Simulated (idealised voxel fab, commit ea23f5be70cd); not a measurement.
The process module presented herein is designated voxel local oxidation.
This is section cut - it's 270 nm across, gridded in 5 nm square cells.
A cross-section in this document is a grid of square cells, and it is written down as bands, the top band listed before the ones below it; a band is made up of one or more rows of cells.
The entry gives the band's vertical extent as a top height and a bottom height in nm, then its horizontal make-up as materials from left to right, each with a width in nm. "empty" stands for empty space; a single material marked "edge to edge" fills the band edge to edge.
Heights are reckoned from 0. Under this level, the received wafer is all of one material. The bottommost band is open-ended downward, for example "0..down".
The expression "30 to 40" gives the width at the extremes of the band, the first number at its top row of cells and the second at its bottom row, with the width changing by equal amounts from each row to the next in between.
"nothing changed" for a step: no cell of the cross-section changed in that step.
What "Sealed void list" gives you is every empty space of 8 cells or more that is cut off from the top. Each appears as width x height at distance, with the distance taken from the left edge and width, height and distance all in nm.
Heads up: the bit after the settings on a step's line is the simulator's remark on that step.
On any step carrying a mask, the "overlay nm" setting, if present on the step's line, tells how far right of its planned place the mask lay; negative values point to the left.
Process steps - plan:
1) op RECEIVE | material Si
2) op OXIDIZE | depth nm 5
3) op CONFORMAL_DEP | material SiN | thk nm 10
4) op PATTERN | tone cover | mask id ACTIVE | material resist | width nm 125 | thk nm 20 | overlay nm 0
5) op DIRECTIONAL_ETCH | etch materials SiN | depth nm 10
6) op STRIP | etch materials resist
7) op SELECTIVE_ETCH | etch materials SiO2 | depth nm 5
8) op OXIDIZE | depth nm 15
9) op STRIP | etch materials SiN
Wafer, first of two, run as planned:
Received-state cross-section, reflecting completion of step 1:
  0..down  Si edge to edge
  Sealed void list: none
Wafer after step 2 (cross-section):
  0..-5  SiO2 edge to edge
  Below a height of -5, the structure has not been altered.
Wafer after step 3 (cross-section):
  10..0  SiN edge to edge
  Below a height of 0, the structure has not been altered.
Wafer after step 4 (cross-section):
  30..10  empty (70) / resist (125) / empty (75)
  Below a height of 10, the structure has not been altered.
Wafer after step 5 (cross-section):
  30..10  empty (70) / resist (125) / empty (75)
  10..0  empty (70) / SiN (125) / empty (75)
  Below a height of 0, the structure has not been altered.
Wafer after step 6 (cross-section):
  10..0  empty (70) / SiN (125) / empty (75)
  Below a height of 0, the structure has not been altered.
Wafer after step 7 (cross-section):
  10..0  empty (70) / SiN (125) / empty (75)
  0..-5  empty (75) / SiO2 (115) / empty (80)
  Below a height of -5, the structure has not been altered.
Wafer after step 8 (cross-section):
  10..0  empty (70) / SiN (125) / empty (75)
  0..-5  empty (75) / SiO2 (115) / empty (80)
  -5..-20  SiO2 (90) / Si (85) / SiO2 (95)
  Below a height of -20, the structure has not been altered.
Wafer after step 9 (cross-section):
  0..-5  empty (75) / SiO2 (115) / empty (80)
  Below a height of -5, the structure has not been altered.
It is to be noted that the second wafer proceeded from the same initial state and according to the same plan as the first, although one mistake was committed in its execution; through step 5, inclusive, the two wafers share an identical history:
Second wafer profile in section, at the moment step 6 of the plan was meant to be complete:
  30..10  empty (70) / resist (125) / empty (75)
  10..0  empty (70) / SiN (125) / empty (75)
  0..-5  empty (75) / SiO2 (115) / empty (80)
  Below a height of -5, the structure has not been altered.
Second wafer profile in section, at the moment step 7 of the plan was meant to be complete:
  10..0  empty (70) / SiN (125) / empty (75)
  Below a height of 0, the structure has not been altered.
Second wafer profile in section, at the moment step 8 of the plan was meant to be complete:
  10..0  empty (70) / SiN (125) / empty (75)
  0..-5  empty (75) / SiO2 (115) / empty (80)
  -5..-20  SiO2 (90) / Si (85) / SiO2 (95)
  Below a height of -20, the structure has not been altered.
Second wafer profile in section, at the moment step 9 of the plan was meant to be complete:
  0..-5  empty (75) / SiO2 (115) / empty (80)
  Below a height of -5, the structure has not been altered.
Error vs. plan: step 6 ran in the slot meant for step 7, and vice versa
If you compare the two wafers at the end, their cross-sections are the same, so as far as this model is concerned the mistake changes nothing.
